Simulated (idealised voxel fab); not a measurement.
Presented below is a process module, voxel capacitor over wiring.
Cross-section cut spans 200 nm and uses square cells 5 nm in size.
In what follows, cross-sections appear as grids of square cells, described through bands that run from the top down, where every band is one or more rows of cells.
Top height, bottom height, nm. Materials left to right, width each, nm. Single material + "all across" = fills band edge to edge. "blank" = empty.
Below 0: as-received wafer, all one material; heights counted from there. Lowest band: no bottom, goes on down, written "0 down".
The expression "30 to 40" gives the width at the extremes of the band, the first number at its top row of cells and the second at its bottom row, with the width changing by equal amounts from each row to the next in between.
No cell of the cross-section changed in a step that is given as "same as before".
Heads up: "Cavities, closed" only lists the empty pockets with no open path to the top that are 8 cells or more, and it writes them as width x height at distance, distance from the left edge, in nm.
Text after the settings on a step's line: the simulator's own remark on that step.
overlay nm: right-of-plan distance of the mask on a masked step; negative values mean left-of-plan.

# The planned process steps are enumerated hereunder
1) op RECEIVE | material Si
2) op CONFORMAL_DEP | material SiO2 | thk nm 15
3) op DIRECTIONAL_DEP | material TiN | thk nm 5
4) op DIRECTIONAL_DEP | material Ru | thk nm 15
5) op MASKED_ETCH | tone cover | mask id METAL_1 | width nm 25 | pitch nm 85 | etch materials Ru | depth nm 15 | overlay nm 0
6) op MASKED_ETCH | tone cover | mask id METAL_1 | width nm 25 | pitch nm 85 | etch materials TiN | depth nm 5 | overlay nm 0
7) op FILL_DEP | material lowk | thk nm 10
8) op CMP | height nm 35
9) op CONFORMAL_DEP | material SiCN | thk nm 5
10) op DIRECTIONAL_DEP | material lowk | thk nm 20
11) op MASKED_ETCH | tone open | mask id PLUG_1 | width nm 15 | etch materials lowk | depth nm 20 | overlay nm 0
12) op MASKED_ETCH | tone open | mask id PLUG_1 | width nm 15 | etch materials SiCN | depth nm 5 | overlay nm 0
13) op EPI | material Ru | thk nm 10
14) op EPI | material Ru | thk nm 10
15) op EPI | material Ru | thk nm 5
16) op DIRECTIONAL_DEP | material TiN | thk nm 10
17) op DIRECTIONAL_DEP | material Al2O3 | thk nm 5
18) op DIRECTIONAL_DEP | material TiN | thk nm 5
19) op PATTERN | tone cover | mask id UPPER_PLATE | material resist | width nm 65 | thk nm 15 | overlay nm 0
20) op DIRECTIONAL_ETCH | etch materials TiN | depth nm 5
21) op DIRECTIONAL_ETCH | etch materials Al2O3 | depth nm 5
22) op STRIP | etch materials resist
23) op PATTERN | tone cover | mask id LOWER_PLATE | material resist | width nm 75 | thk nm 20 | overlay nm 0
24) op DIRECTIONAL_ETCH | etch materials TiN | depth nm 10
25) op STRIP | etch materials resist
26) op FILL_DEP | material SiO2 | thk nm 15
27) op CMP | height nm 90
28) op DIRECTIONAL_DEP | material aC | thk nm 15
29) op PATTERN | tone open | mask id PLUG_2 | material resist | width nm 15 | thk nm 30 | overlay nm 0
30) op DIRECTIONAL_ETCH | etch materials aC | depth nm 15
31) op STRIP | etch materials resist
32) op DIRECTIONAL_ETCH | etch materials SiO2 | depth nm 10
33) op STRIP | etch materials aC
34) op CONFORMAL_DEP | material TiN | thk nm 5
35) op FILL_DEP | material W | thk nm 10
36) op CMP | height nm 90
37) op CONFORMAL_DEP | material SiCN | thk nm 5

# The first wafer of two, processed as planned

# Cross-section, incoming material, after step 1
  0 down | Si all across
  Cavities, closed: none

# You're looking at a cross-section of the wafer after step 2
  15 to 0 | SiO2 all across
  Whatever lies below 0 is exactly as it was before.

# You're looking at a cross-section of the wafer after step 3
  20 to 15 | TiN all across
  Whatever lies below 15 is exactly as it was before.

# You're looking at a cross-section of the wafer after step 4
  35 to 20 | Ru all across
  Whatever lies below 20 is exactly as it was before.

# You're looking at a cross-section of the wafer after step 5
  35 to 20 | 45 blank; 25 Ru; 60 blank; 25 Ru; 45 blank
  Whatever lies below 20 is exactly as it was before.

# You're looking at a cross-section of the wafer after step 6
  35 to 20 | 45 blank; 25 Ru; 60 blank; 25 Ru; 45 blank
  20 to 15 | 45 blank; 25 TiN; 60 blank; 25 TiN; 45 blank
  Whatever lies below 15 is exactly as it was before.

# You're looking at a cross-section of the wafer after step 7
  45 to 35 | lowk all across
  35 to 20 | 45 lowk; 25 Ru; 60 lowk; 25 Ru; 45 lowk
  20 to 15 | 45 lowk; 25 TiN; 60 lowk; 25 TiN; 45 lowk
  Whatever lies below 15 is exactly as it was before.

# You're looking at a cross-section of the wafer after step 8
  35 to 20 | 45 lowk; 25 Ru; 60 lowk; 25 Ru; 45 lowk
  Whatever lies below 20 is exactly as it was before.

# You're looking at a cross-section of the wafer after step 9
  40 to 35 | SiCN all across
  Whatever lies below 35 is exactly as it was before.

# You're looking at a cross-section of the wafer after step 10
  60 to 40 | lowk all across
  Whatever lies below 40 is exactly as it was before.

# You're looking at a cross-section of the wafer after step 11
  60 to 40 | 55 lowk; 15 blank; 130 lowk
  Whatever lies below 40 is exactly as it was before.

# You're looking at a cross-section of the wafer after step 12
  60 to 40 | 55 lowk; 15 blank; 130 lowk
  40 to 35 | 55 SiCN; 15 blank; 130 SiCN
  Whatever lies below 35 is exactly as it was before.

# You're looking at a cross-section of the wafer after step 13
  60 to 45 | 55 lowk; 15 blank; 130 lowk
  45 to 40 | 55 lowk; 15 Ru; 130 lowk
  40 to 35 | 55 SiCN; 15 Ru; 130 SiCN
  Whatever lies below 35 is exactly as it was before.

# You're looking at a cross-section of the wafer after step 14
  60 to 55 | 55 lowk; 15 blank; 130 lowk
  55 to 40 | 55 lowk; 15 Ru; 130 lowk
  Whatever lies below 40 is exactly as it was before.

# You're looking at a cross-section of the wafer after step 15
  60 to 40 | 55 lowk; 15 Ru; 130 lowk
  Whatever lies below 40 is exactly as it was before.

# You're looking at a cross-section of the wafer after step 16
  70 to 60 | TiN all across
  Whatever lies below 60 is exactly as it was before.

# You're looking at a cross-section of the wafer after step 17
  75 to 70 | Al2O3 all across
  Whatever lies below 70 is exactly as it was before.

# You're looking at a cross-section of the wafer after step 18
  80 to 75 | TiN all across
  Whatever lies below 75 is exactly as it was before.

# You're looking at a cross-section of the wafer after step 19
  95 to 80 | 55 blank; 65 resist; 80 blank
  Whatever lies below 80 is exactly as it was before.

# You're looking at a cross-section of the wafer after step 20
  95 to 80 | 55 blank; 65 resist; 80 blank
  80 to 75 | 55 blank; 65 TiN; 80 blank
  Whatever lies below 75 is exactly as it was before.

# You're looking at a cross-section of the wafer after step 21
  95 to 80 | 55 blank; 65 resist; 80 blank
  80 to 75 | 55 blank; 65 TiN; 80 blank
  75 to 70 | 55 blank; 65 Al2O3; 80 blank
  Whatever lies below 70 is exactly as it was before.

# You're looking at a cross-section of the wafer after step 22
  80 to 75 | 55 blank; 65 TiN; 80 blank
  Whatever lies below 75 is exactly as it was before.

# You're looking at a cross-section of the wafer after step 23
  100 to 80 | 50 blank; 75 resist; 75 blank
  80 to 75 | 50 blank; 5 resist; 65 TiN; 5 resist; 75 blank
  75 to 70 | 50 blank; 5 resist; 65 Al2O3; 5 resist; 75 blank
  Whatever lies below 70 is exactly as it was before.

# You're looking at a cross-section of the wafer after step 24
  100 to 80 | 50 blank; 75 resist; 75 blank
  80 to 75 | 50 blank; 5 resist; 65 TiN; 5 resist; 75 blank
  75 to 70 | 50 blank; 5 resist; 65 Al2O3; 5 resist; 75 blank
  70 to 60 | 50 blank; 75 TiN; 75 blank
  Whatever lies below 60 is exactly as it was before.

# You're looking at a cross-section of the wafer after step 25
  80 to 75 | 55 blank; 65 TiN; 80 blank
  75 to 70 | 55 blank; 65 Al2O3; 80 blank
  Whatever lies below 70 is exactly as it was before.

# You're looking at a cross-section of the wafer after step 26
  95 to 80 | SiO2 all across
  80 to 75 | 55 SiO2; 65 TiN; 80 SiO2
  75 to 70 | 55 SiO2; 65 Al2O3; 80 SiO2
  70 to 60 | 50 SiO2; 75 TiN; 75 SiO2
  Whatever lies below 60 is exactly as it was before.

# You're looking at a cross-section of the wafer after step 27
  90 to 80 | SiO2 all across
  Whatever lies below 80 is exactly as it was before.

# You're looking at a cross-section of the wafer after step 28
  105 to 90 | aC all across
  Whatever lies below 90 is exactly as it was before.

# You're looking at a cross-section of the wafer after step 29
  135 to 105 | 65 resist; 15 blank; 120 resist
  Whatever lies below 105 is exactly as it was before.

# You're looking at a cross-section of the wafer after step 30
  120 to 105 | 65 resist; 15 blank; 120 resist
  105 to 90 | 65 aC; 15 blank; 120 aC
  Whatever lies below 90 is exactly as it was before.

# You're looking at a cross-section of the wafer after step 31
  105 to 90 | 65 aC; 15 blank; 120 aC
  Whatever lies below 90 is exactly as it was before.

# You're looking at a cross-section of the wafer after step 32
  105 to 90 | 65 aC; 15 blank; 120 aC
  90 to 80 | 65 SiO2; 15 blank; 120 SiO2
  Whatever lies below 80 is exactly as it was before.

# You're looking at a cross-section of the wafer after step 33
  90 to 80 | 65 SiO2; 15 blank; 120 SiO2
  Whatever lies below 80 is exactly as it was before.

# You're looking at a cross-section of the wafer after step 34
  95 to 90 | 70 TiN; 5 blank; 125 TiN
  90 to 85 | 65 SiO2; 5 TiN; 5 blank; 5 TiN; 120 SiO2
  85 to 75 | 65 to 55 SiO2; 15 to 65 TiN; 120 to 80 SiO2
  Whatever lies below 75 is exactly as it was before.

# You're looking at a cross-section of the wafer after step 35
  105 to 95 | W all across
  95 to 90 | 70 TiN; 5 W; 125 TiN
  90 to 85 | 65 SiO2; 5 TiN; 5 W; 5 TiN; 120 SiO2
  Whatever lies below 85 is exactly as it was before.

# You're looking at a cross-section of the wafer after step 36
  90 to 85 | 65 SiO2; 5 TiN; 5 W; 5 TiN; 120 SiO2
  Whatever lies below 85 is exactly as it was before.

# You're looking at a cross-section of the wafer after step 37
  95 to 90 | SiCN all across
  Whatever lies below 90 is exactly as it was before.

# Second Wafer (Identical Start and Plan, One Processing Error; Matches First Wafer Through Step 16)

Second wafer at the planned finish of step 17, seen in cross-section: same as before

# Second wafer at the planned finish of step 18, seen in cross-section
  75 to 60 | TiN all across
  Whatever lies below 60 is exactly as it was before.

# Second wafer at the planned finish of step 19, seen in cross-section
  90 to 75 | 55 blank; 65 resist; 80 blank
  Whatever lies below 75 is exactly as it was before.

# Second wafer at the planned finish of step 20, seen in cross-section
  90 to 75 | 55 blank; 65 resist; 80 blank
  75 to 70 | 55 blank; 65 TiN; 80 blank
  Whatever lies below 70 is exactly as it was before.

Second wafer at the planned finish of step 21, seen in cross-section: same as before

# Second wafer at the planned finish of step 22, seen in cross-section
  75 to 70 | 55 blank; 65 TiN; 80 blank
  Whatever lies below 70 is exactly as it was before.

# Second wafer at the planned finish of step 23, seen in cross-section
  95 to 75 | 50 blank; 75 resist; 75 blank
  75 to 70 | 50 blank; 5 resist; 65 TiN; 5 resist; 75 blank
  Whatever lies below 70 is exactly as it was before.

# Second wafer at the planned finish of step 24, seen in cross-section
  95 to 75 | 50 blank; 75 resist; 75 blank
  75 to 70 | 50 blank; 5 resist; 65 TiN; 5 resist; 75 blank
  70 to 60 | 50 blank; 75 TiN; 75 blank
  Whatever lies below 60 is exactly as it was before.

# Second wafer at the planned finish of step 25, seen in cross-section
  75 to 70 | 55 blank; 65 TiN; 80 blank
  Whatever lies below 70 is exactly as it was before.

# Second wafer at the planned finish of step 26, seen in cross-section
  90 to 75 | SiO2 all across
  75 to 70 | 55 SiO2; 65 TiN; 80 SiO2
  70 to 60 | 50 SiO2; 75 TiN; 75 SiO2
  Whatever lies below 60 is exactly as it was before.

Second wafer at the planned finish of step 27, seen in cross-section: same as before

# Second wafer at the planned finish of step 28, seen in cross-section
  105 to 90 | aC all across
  Whatever lies below 90 is exactly as it was before.

# Second wafer at the planned finish of step 29, seen in cross-section
  135 to 105 | 65 resist; 15 blank; 120 resist
  Whatever lies below 105 is exactly as it was before.

# Second wafer at the planned finish of step 30, seen in cross-section
  120 to 105 | 65 resist; 15 blank; 120 resist
  105 to 90 | 65 aC; 15 blank; 120 aC
  Whatever lies below 90 is exactly as it was before.

# Second wafer at the planned finish of step 31, seen in cross-section
  105 to 90 | 65 aC; 15 blank; 120 aC
  Whatever lies below 90 is exactly as it was before.

# Second wafer at the planned finish of step 32, seen in cross-section
  105 to 90 | 65 aC; 15 blank; 120 aC
  90 to 80 | 65 SiO2; 15 blank; 120 SiO2
  Whatever lies below 80 is exactly as it was before.

# Second wafer at the planned finish of step 33, seen in cross-section
  90 to 80 | 65 SiO2; 15 blank; 120 SiO2
  Whatever lies below 80 is exactly as it was before.

# Second wafer at the planned finish of step 34, seen in cross-section
  95 to 90 | 70 TiN; 5 blank; 125 TiN
  90 to 85 | 65 SiO2; 5 TiN; 5 blank; 5 TiN; 120 SiO2
  85 to 80 | 65 SiO2; 15 TiN; 120 SiO2
  Whatever lies below 80 is exactly as it was before.

# Second wafer at the planned finish of step 35, seen in cross-section
  105 to 95 | W all across
  95 to 90 | 70 TiN; 5 W; 125 TiN
  90 to 85 | 65 SiO2; 5 TiN; 5 W; 5 TiN; 120 SiO2
  Whatever lies below 85 is exactly as it was before.

# Second wafer at the planned finish of step 36, seen in cross-section
  90 to 85 | 65 SiO2; 5 TiN; 5 W; 5 TiN; 120 SiO2
  Whatever lies below 85 is exactly as it was before.

# Second wafer at the planned finish of step 37, seen in cross-section
  95 to 90 | SiCN all across
  Whatever lies below 90 is exactly as it was before.
Run error: step 17 from the plan never happened, it was just skipped
At the finish, the second wafer shows more or fewer cells for some materials than the first does: 13 fewer of Al2O3, 13 more of SiO2
